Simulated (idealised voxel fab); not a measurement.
The process module presented herein is designated voxel capacitor over wiring.
Cross-section cut: width 175 nm, square cells of 5 nm.
Cross-section, as written here: a square-cell grid given band by band from the top down, where a band holds one or more rows of cells. This entry defines a band. It first specifies the height of the band's top and the height of its bottom in nm, and then specifies the band's materials from left to right, stating each material with its width in nm. The word "full width" identifies a single material that fills the band from edge to edge, while the word "blank" identifies empty space. For the purposes of this specification, 0 denotes the height below which the wafer in its as-received condition is composed wholly of one material, and the lowermost band, lacking a lower limit, extends downward without end, as expressed in "from 0 down". Graded width ("30 to 40"): value in top row of band = first number; value in bottom row = second number; row-to-row change constant. "remains unaltered" -> step changed no cross-section cell. The entry titled "Closed-off voids" provides the empty spaces that have no open way to the top, restricted to those of 8 cells or more. Each is presented as width x height at distance, the distance being measured from the left edge, with all three in nm. Text after the settings on a step's line: the simulator's own remark on that step. The "overlay nm" setting may appear on a step's line; for a step that uses a mask, it gives how far to the right of its planned position the mask lay, and a negative value indicates the left.

## So here's the lineup of process steps we planned
1) RECEIVE [material Si]
2) CONFORMAL_DEP [material SiO2] [thk nm 15]
3) CONFORMAL_DEP [material SiCN] [thk nm 5]
4) DIRECTIONAL_DEP [material SiO2] [thk nm 15]
5) PATTERN [tone open] [mask id METAL_1] [material resist] [width nm 25] [pitch nm 80] [thk nm 20] [overlay nm 0]
6) DIRECTIONAL_ETCH [etch materials SiO2] [depth nm 15]
7) DIRECTIONAL_ETCH [etch materials SiCN] [depth nm 5]
8) STRIP [etch materials resist]
9) CONFORMAL_DEP [material TiN] [thk nm 5]
10) FILL_DEP [material W] [thk nm 10]
11) CMP [height nm 35]
12) CONFORMAL_DEP [material SiCN] [thk nm 5]
13) DIRECTIONAL_DEP [material lowk] [thk nm 20]
14) DIRECTIONAL_DEP [material aC] [thk nm 15]
15) PATTERN [tone open] [mask id PLUG_1] [material resist] [width nm 15] [thk nm 35] [overlay nm 0]
16) DIRECTIONAL_ETCH [etch materials aC] [depth nm 15]
17) STRIP [etch materials resist]
18) DIRECTIONAL_ETCH [etch materials lowk] [depth nm 20]
19) DIRECTIONAL_ETCH [etch materials SiCN] [depth nm 5]
20) STRIP [etch materials aC]
21) EPI [material Ru] [thk nm 10]
22) EPI [material Ru] [thk nm 10]
23) EPI [material Ru] [thk nm 5]
24) DIRECTIONAL_DEP [material TiN] [thk nm 10]
25) DIRECTIONAL_DEP [material Al2O3] [thk nm 5]
26) DIRECTIONAL_DEP [material TiN] [thk nm 5]
27) PATTERN [tone cover] [mask id UPPER_PLATE] [material resist] [width nm 60] [thk nm 20] [overlay nm 0]
28) DIRECTIONAL_ETCH [etch materials TiN] [depth nm 5]
29) DIRECTIONAL_ETCH [etch materials Al2O3] [depth nm 5]
30) STRIP [etch materials resist]
31) DIRECTIONAL_DEP [material aC] [thk nm 10]
32) PATTERN [tone cover] [mask id LOWER_PLATE] [material resist] [width nm 70] [thk nm 30] [overlay nm 0]
33) DIRECTIONAL_ETCH [etch materials aC] [depth nm 10]
34) STRIP [etch materials resist]
35) DIRECTIONAL_ETCH [etch materials TiN] [depth nm 10]
36) STRIP [etch materials aC]
37) FILL_DEP [material SiO2] [thk nm 20]
38) CMP [height nm 95]
39) MASKED_ETCH [tone open] [mask id PLUG_2] [width nm 15] [etch materials SiO2] [depth nm 15] [overlay nm 0]
40) CONFORMAL_DEP [material TiN] [thk nm 5]
41) FILL_DEP [material Ru] [thk nm 5]
42) CMP [height nm 95]
43) CONFORMAL_DEP [material SiCN] [thk nm 5]

## Cross-section of the incoming wafer, state after step 1
* from 0 down  Si full width
* Closed-off voids: none

## Here's the cross-section of the first of our two wafers at the end of the module - it ran as planned
* from 100 to 95  SiCN full width
* from 95 to 85  SiO2 (55)  TiN (5)  Ru (5)  TiN (5)  SiO2 (105)
* from 85 to 75  SiO2 (55 to 45)  TiN (15 to 60)  SiO2 (105 to 70)
* from 75 to 70  SiO2 (45)  Al2O3 (60)  SiO2 (70)
* from 70 to 60  SiO2 (40)  TiN (70)  SiO2 (65)
* from 60 to 40  lowk (45)  Ru (15)  lowk (115)
* from 40 to 35  SiCN (45)  Ru (15)  SiCN (115)
* from 35 to 20  SiO2 (35)  TiN (5)  W (15)  TiN (5)  SiO2 (55)  TiN (5)  W (15)  TiN (5)  SiO2 (35)
* from 20 to 15  SiCN (35)  TiN (25)  SiCN (55)  TiN (25)  SiCN (35)
* from 15 to 0  SiO2 full width
* from 0 down  Si full width
* Closed-off voids: none

## Presented here is a cross-section of the second of the two wafers as it stood at the end of the module. It was started in the same manner and assigned the same plan as the first wafer; however, one mistake was made in its execution
* from 100 to 95  SiCN full width
* from 95 to 85  SiO2 (55)  TiN (5)  Ru (5)  TiN (5)  SiO2 (105)
* from 85 to 75  SiO2 (55 to 60)  TiN (15 to 45)  SiO2 (105 to 70)
* from 75 to 70  SiO2 (60)  Al2O3 (45)  SiO2 (70)
* from 70 to 60  SiO2 (40)  TiN (5)  SiO2 (15)  TiN (50)  SiO2 (65)
* from 60 to 55  lowk (45)  SiO2 (15)  lowk (115)
* from 55 to 50  lowk (45)  TiN (15)  lowk (115)
* from 50 to 45  lowk (45)  Al2O3 (15)  lowk (115)
* from 45 to 40  lowk (45)  TiN (15)  lowk (115)
* from 40 to 35  SiCN (45)  TiN (15)  SiCN (115)
* from 35 to 20  W (30)  TiN (5)  SiO2 (25)  TiN (5)  W (45)  TiN (5)  SiO2 (25)  TiN (5)  W (30)
* from 20 to 15  TiN (35)  SiCN (25)  TiN (55)  SiCN (25)  TiN (35)
* from 15 to 0  SiO2 full width
* from 0 down  Si full width
* Closed-off voids: none
Short version of what went wrong: step 5 did not use the planned setting and instead ran as PATTERN [tone cover] [mask id METAL_1] [material resist] [width nm 25] [pitch nm 80] [thk nm 20] [overlay nm 0]
Looking at both finished wafers in cells, the second ends up ahead of or behind the first on some materials: 15 fewer of Ru; 15 fewer of SiCN; 30 fewer of SiO2; 15 more of TiN; 45 more of W
